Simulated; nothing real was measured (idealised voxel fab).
Process module name: voxel fin reveal
255 nm wide, 5 nm square cells: that's cross-section cut.
A cross-section is a grid of square cells, given in bands from the top down. A band is one or more rows of cells.
Quick guide to a band line: top height, bottom height (nm) up front; then every material left to right with its width in nm. Only one material and it's marked "everywhere"? Then it fills the band edge to edge. And "empty" just means empty space.
The level at which height equals 0 is the one under which the wafer, as it arrives, is entirely one material. No lower edge exists for the bottom band, which continues downward and is notated as in "0..down".
The expression "30 to 40" gives the width at the extremes of the band, the first number at its top row of cells and the second at its bottom row, with the width changing by equal amounts from each row to the next in between.
You'll sometimes find "no alterations made" written for a step, and that's the way of saying that nowhere in the cross-section did a cell change during that step.
The label "Trapped void list" introduces a list of the empty spaces, 8 cells or larger, that have no open way up to the top; each entry in it reads width x height at distance, where the distance is taken from the left edge and all three are stated in nm.
If you see something after the settings on a step's line, that's the simulator's own remark about that step.
Each step line may optionally specify "overlay nm", which for a step with a mask gives the rightward distance between the mask's planned place and where it lay, a negative value indicating the leftward direction.
Intended process steps
1. RECEIVE | material Si
2. CONFORMAL_DEP | material SiN | thk nm 10
3. PATTERN | tone cover | mask id FINS | material resist | width nm 15 | pitch nm 40 | thk nm 15 | overlay nm 0
4. DIRECTIONAL_ETCH | etch materials SiN | depth nm 10
5. DIRECTIONAL_ETCH | etch materials Si | depth nm 35
6. STRIP | etch materials resist
7. OXIDIZE | depth nm 5
8. FILL_DEP | material SiO2 | thk nm 15
9. CMP | height nm 10
10. SELECTIVE_ETCH | etch materials SiO2 | depth nm 35
11. STRIP | etch materials SiN
Concerning the first of two wafers, which was run in accordance with the plan
Cross-section of the wafer at receipt, which is the condition after step 1
* 0..down | Si everywhere
* Trapped void list: none
How the wafer stands in section after step 2
* 10..0 | SiN everywhere
* Everything under 0 stays put, no change at all.
How the wafer stands in section after step 3
* 25..10 | 80 nm empty; 15 nm resist; 25 nm empty; 15 nm resist; 25 nm empty; 15 nm resist; 80 nm empty
* Everything under 10 stays put, no change at all.
How the wafer stands in section after step 4
* 25..10 | 80 nm empty; 15 nm resist; 25 nm empty; 15 nm resist; 25 nm empty; 15 nm resist; 80 nm empty
* 10..0 | 80 nm empty; 15 nm SiN; 25 nm empty; 15 nm SiN; 25 nm empty; 15 nm SiN; 80 nm empty
* Everything under 0 stays put, no change at all.
How the wafer stands in section after step 5
* 25..10 | 80 nm empty; 15 nm resist; 25 nm empty; 15 nm resist; 25 nm empty; 15 nm resist; 80 nm empty
* 10..0 | 80 nm empty; 15 nm SiN; 25 nm empty; 15 nm SiN; 25 nm empty; 15 nm SiN; 80 nm empty
* 0..-35 | 80 nm empty; 15 nm Si; 25 nm empty; 15 nm Si; 25 nm empty; 15 nm Si; 80 nm empty
* Everything under -35 stays put, no change at all.
How the wafer stands in section after step 6
* 10..0 | 80 nm empty; 15 nm SiN; 25 nm empty; 15 nm SiN; 25 nm empty; 15 nm SiN; 80 nm empty
* Everything under 0 stays put, no change at all.
How the wafer stands in section after step 7
* 10..0 | 80 nm empty; 15 nm SiN; 25 nm empty; 15 nm SiN; 25 nm empty; 15 nm SiN; 80 nm empty
* 0..-35 | 80 nm empty; 5 nm SiO2; 5 nm Si; 5 nm SiO2; 25 nm empty; 5 nm SiO2; 5 nm Si; 5 nm SiO2; 25 nm empty; 5 nm SiO2; 5 nm Si; 5 nm SiO2; 80 nm empty
* -35..-40 | 85 nm SiO2; 5 nm Si; 35 nm SiO2; 5 nm Si; 35 nm SiO2; 5 nm Si; 85 nm SiO2
* Everything under -40 stays put, no change at all.
How the wafer stands in section after step 8
* 25..10 | SiO2 everywhere
* 10..0 | 80 nm SiO2; 15 nm SiN; 25 nm SiO2; 15 nm SiN; 25 nm SiO2; 15 nm SiN; 80 nm SiO2
* 0..-40 | 85 nm SiO2; 5 nm Si; 35 nm SiO2; 5 nm Si; 35 nm SiO2; 5 nm Si; 85 nm SiO2
* Everything under -40 stays put, no change at all.
How the wafer stands in section after step 9
* 10..0 | 80 nm SiO2; 15 nm SiN; 25 nm SiO2; 15 nm SiN; 25 nm SiO2; 15 nm SiN; 80 nm SiO2
* Everything under 0 stays put, no change at all.
How the wafer stands in section after step 10
* 10..0 | 80 nm empty; 15 nm SiN; 25 nm empty; 15 nm SiN; 25 nm empty; 15 nm SiN; 80 nm empty
* 0..-25 | 85 nm empty; 5 nm Si; 35 nm empty; 5 nm Si; 35 nm empty; 5 nm Si; 85 nm empty
* Everything under -25 stays put, no change at all.
How the wafer stands in section after step 11
* 0..-25 | 85 nm empty; 5 nm Si; 35 nm empty; 5 nm Si; 35 nm empty; 5 nm Si; 85 nm empty
* Everything under -25 stays put, no change at all.
The remaining wafer, second of the two, started like the first and was run to the same plan, except that one mistake was made along the way; the two coincide through step 2, inclusive
Second wafer: cross-section at the scheduled end of step 3
* 25..10 | 90 nm empty; 15 nm resist; 25 nm empty; 15 nm resist; 25 nm empty; 15 nm resist; 70 nm empty
* Everything under 10 stays put, no change at all.
Second wafer: cross-section at the scheduled end of step 4
* 25..10 | 90 nm empty; 15 nm resist; 25 nm empty; 15 nm resist; 25 nm empty; 15 nm resist; 70 nm empty
* 10..0 | 90 nm empty; 15 nm SiN; 25 nm empty; 15 nm SiN; 25 nm empty; 15 nm SiN; 70 nm empty
* Everything under 0 stays put, no change at all.
Second wafer: cross-section at the scheduled end of step 5
* 25..10 | 90 nm empty; 15 nm resist; 25 nm empty; 15 nm resist; 25 nm empty; 15 nm resist; 70 nm empty
* 10..0 | 90 nm empty; 15 nm SiN; 25 nm empty; 15 nm SiN; 25 nm empty; 15 nm SiN; 70 nm empty
* 0..-35 | 90 nm empty; 15 nm Si; 25 nm empty; 15 nm Si; 25 nm empty; 15 nm Si; 70 nm empty
* Everything under -35 stays put, no change at all.
Second wafer: cross-section at the scheduled end of step 6
* 10..0 | 90 nm empty; 15 nm SiN; 25 nm empty; 15 nm SiN; 25 nm empty; 15 nm SiN; 70 nm empty
* Everything under 0 stays put, no change at all.
Second wafer: cross-section at the scheduled end of step 7
* 10..0 | 90 nm empty; 15 nm SiN; 25 nm empty; 15 nm SiN; 25 nm empty; 15 nm SiN; 70 nm empty
* 0..-35 | 90 nm empty; 5 nm SiO2; 5 nm Si; 5 nm SiO2; 25 nm empty; 5 nm SiO2; 5 nm Si; 5 nm SiO2; 25 nm empty; 5 nm SiO2; 5 nm Si; 5 nm SiO2; 70 nm empty
* -35..-40 | 95 nm SiO2; 5 nm Si; 35 nm SiO2; 5 nm Si; 35 nm SiO2; 5 nm Si; 75 nm SiO2
* Everything under -40 stays put, no change at all.
Second wafer: cross-section at the scheduled end of step 8
* 25..10 | SiO2 everywhere
* 10..0 | 90 nm SiO2; 15 nm SiN; 25 nm SiO2; 15 nm SiN; 25 nm SiO2; 15 nm SiN; 70 nm SiO2
* 0..-40 | 95 nm SiO2; 5 nm Si; 35 nm SiO2; 5 nm Si; 35 nm SiO2; 5 nm Si; 75 nm SiO2
* Everything under -40 stays put, no change at all.
Second wafer: cross-section at the scheduled end of step 9
* 10..0 | 90 nm SiO2; 15 nm SiN; 25 nm SiO2; 15 nm SiN; 25 nm SiO2; 15 nm SiN; 70 nm SiO2
* Everything under 0 stays put, no change at all.
Second wafer: cross-section at the scheduled end of step 10
* 10..0 | 90 nm empty; 15 nm SiN; 25 nm empty; 15 nm SiN; 25 nm empty; 15 nm SiN; 70 nm empty
* 0..-25 | 95 nm empty; 5 nm Si; 35 nm empty; 5 nm Si; 35 nm empty; 5 nm Si; 75 nm empty
* Everything under -25 stays put, no change at all.
Second wafer: cross-section at the scheduled end of step 11
* 0..-25 | 95 nm empty; 5 nm Si; 35 nm empty; 5 nm Si; 35 nm empty; 5 nm Si; 75 nm empty
* Everything under -25 stays put, no change at all.
Want to know what went wrong? in deviation from the planned setting, step 3 was conducted as PATTERN | tone cover | mask id FINS | material resist | width nm 15 | pitch nm 40 | thk nm 15 | overlay nm 10
Matching per-material cell counts, mismatched positions: that is how the second wafer compares with the first at the end.
